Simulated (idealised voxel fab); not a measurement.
This is a process module. Its name is voxel double patterning.
Square cells of 5 nm make up the cross-section cut, whose width is 175 nm.
Think of the cross-section as a grid of square cells. We describe it in bands, top to bottom, and each band covers one or more rows of those cells. Heads up on the band format: heights come first, top then bottom, in nm. After that it's the materials left to right, each with its width in nm. A single material flagged "full width" fills the whole band edge to edge, and "blank" means there's empty space there. For the purposes of this specification, 0 denotes the height below which the wafer in its as-received condition is composed wholly of one material, and the lowermost band, lacking a lower limit, extends downward without end, as expressed in "0 nm and below". The width entry "30..40" should be interpreted row by row: the top row of cells in the band takes the first number, the bottom row takes the second number, and the change between adjacent rows is uniform throughout. The designation "no modification", where it is given for a processing step, indicates that no cell of the cross-section was altered in the course of that step. What "Entrapped voids" gives you is every empty space of 8 cells or more that is cut off from the top. Each appears as width x height at distance, with the distance taken from the left edge and width, height and distance all in nm. Where a step's line continues beyond its settings, the continuation is a remark by the simulator itself on that step. overlay nm: step with mask; distance mask lay right of planned place; negative value = left of planned place.
**Process steps foreseen in the plan**
1: RECEIVE with material Si
2: CONFORMAL_DEP with material SiO2, thk nm 5
3: DIRECTIONAL_DEP with material W, thk nm 10
4: DIRECTIONAL_DEP with material SiCN, thk nm 10
5: DIRECTIONAL_DEP with material aC, thk nm 10
6: PATTERN with tone open, mask id FIRST, material resist, width nm 15, pitch nm 50, thk nm 30, overlay nm 0
7: DIRECTIONAL_ETCH with etch materials aC, depth nm 10
8: STRIP with etch materials resist
9: DIRECTIONAL_ETCH with etch materials SiCN, depth nm 10
10: STRIP with etch materials aC
11: PATTERN with tone open, mask id SECOND, material resist, width nm 15, thk nm 20, overlay nm 0
12: DIRECTIONAL_ETCH with etch materials SiCN, depth nm 10
13: STRIP with etch materials resist
14: DIRECTIONAL_ETCH with etch materials W, depth nm 10
15: STRIP with etch materials SiCN
**Concerning the first of two wafers, which was run in accordance with the plan**
**as received, after step 1**
    0 nm and below | Si full width
    Entrapped voids: none
**How the wafer stands in section after step 2**
    5 nm to 0 nm | SiO2 full width
    Rest of section, below 0: as before.
**How the wafer stands in section after step 3**
    15 nm to 5 nm | W full width
    Rest of section, below 5: as before.
**How the wafer stands in section after step 4**
    25 nm to 15 nm | SiCN full width
    Rest of section, below 15: as before.
**How the wafer stands in section after step 5**
    35 nm to 25 nm | aC full width
    Rest of section, below 25: as before.
**How the wafer stands in section after step 6**
    65 nm to 35 nm | resist: 55 | blank: 15 | resist: 35 | blank: 15 | resist: 55
    Rest of section, below 35: as before.
**How the wafer stands in section after step 7**
    55 nm to 35 nm | resist: 55 | blank: 15 | resist: 35 | blank: 15 | resist: 55
    35 nm to 25 nm | aC: 55 | blank: 15 | aC: 35 | blank: 15 | aC: 55
    Rest of section, below 25: as before.
**How the wafer stands in section after step 8**
    35 nm to 25 nm | aC: 55 | blank: 15 | aC: 35 | blank: 15 | aC: 55
    Rest of section, below 25: as before.
**How the wafer stands in section after step 9**
    35 nm to 25 nm | aC: 55 | blank: 15 | aC: 35 | blank: 15 | aC: 55
    25 nm to 15 nm | SiCN: 55 | blank: 15 | SiCN: 35 | blank: 15 | SiCN: 55
    Rest of section, below 15: as before.
**How the wafer stands in section after step 10**
    25 nm to 15 nm | SiCN: 55 | blank: 15 | SiCN: 35 | blank: 15 | SiCN: 55
    Rest of section, below 15: as before.
**How the wafer stands in section after step 11**
    45 nm to 25 nm | resist: 80 | blank: 15 | resist: 80
    25 nm to 15 nm | SiCN: 55 | resist: 15 | SiCN: 35 | resist: 15 | SiCN: 55
    Rest of section, below 15: as before.
**How the wafer stands in section after step 12**
    45 nm to 25 nm | resist: 80 | blank: 15 | resist: 80
    25 nm to 15 nm | SiCN: 55 | resist: 15 | SiCN: 10 | blank: 15 | SiCN: 10 | resist: 15 | SiCN: 55
    Rest of section, below 15: as before.
**How the wafer stands in section after step 13**
    25 nm to 15 nm | SiCN: 55 | blank: 15 | SiCN: 10 | blank: 15 | SiCN: 10 | blank: 15 | SiCN: 55
    Rest of section, below 15: as before.
**How the wafer stands in section after step 14**
    25 nm to 15 nm | SiCN: 55 | blank: 15 | SiCN: 10 | blank: 15 | SiCN: 10 | blank: 15 | SiCN: 55
    15 nm to 5 nm | W: 55 | blank: 15 | W: 10 | blank: 15 | W: 10 | blank: 15 | W: 55
    Rest of section, below 5: as before.
**How the wafer stands in section after step 15**
    15 nm to 5 nm | W: 55 | blank: 15 | W: 10 | blank: 15 | W: 10 | blank: 15 | W: 55
    Rest of section, below 5: as before.
**The second wafer: identical to the first at the outset and in its planned sequence, differing only in that one mistake was made during processing; up to and including step 4, its path is the first wafer's path**
**Second wafer, cross-section, planned end of step 5**
    35 nm to 25 nm | SiO2 full width
    Rest of section, below 25: as before.
**Second wafer, cross-section, planned end of step 6**
    65 nm to 35 nm | resist: 55 | blank: 15 | resist: 35 | blank: 15 | resist: 55
    Rest of section, below 35: as before.
**Second wafer, cross-section, planned end of step 7**
    55 nm to 35 nm | resist: 55 | blank: 15 | resist: 35 | blank: 15 | resist: 55
    Rest of section, below 35: as before.
**Second wafer, cross-section, planned end of step 8**
    35 nm to 25 nm | SiO2 full width
    Rest of section, below 25: as before.
Second wafer, cross-section, planned end of step 9: no modification
Second wafer, cross-section, planned end of step 10: no modification
**Second wafer, cross-section, planned end of step 11**
    55 nm to 35 nm | resist: 80 | blank: 15 | resist: 80
    Rest of section, below 35: as before.
Second wafer, cross-section, planned end of step 12: no modification
**Second wafer, cross-section, planned end of step 13**
    35 nm to 25 nm | SiO2 full width
    Rest of section, below 25: as before.
Second wafer, cross-section, planned end of step 14: no modification
Second wafer, cross-section, planned end of step 15: no modification
Run error: step 5 ran as: DIRECTIONAL_DEP with material SiO2, thk nm 10
Final tally in cells, some materials are higher or lower on the second wafer than on the first: 70 more of SiCN; 70 more of SiO2; 18 more of W
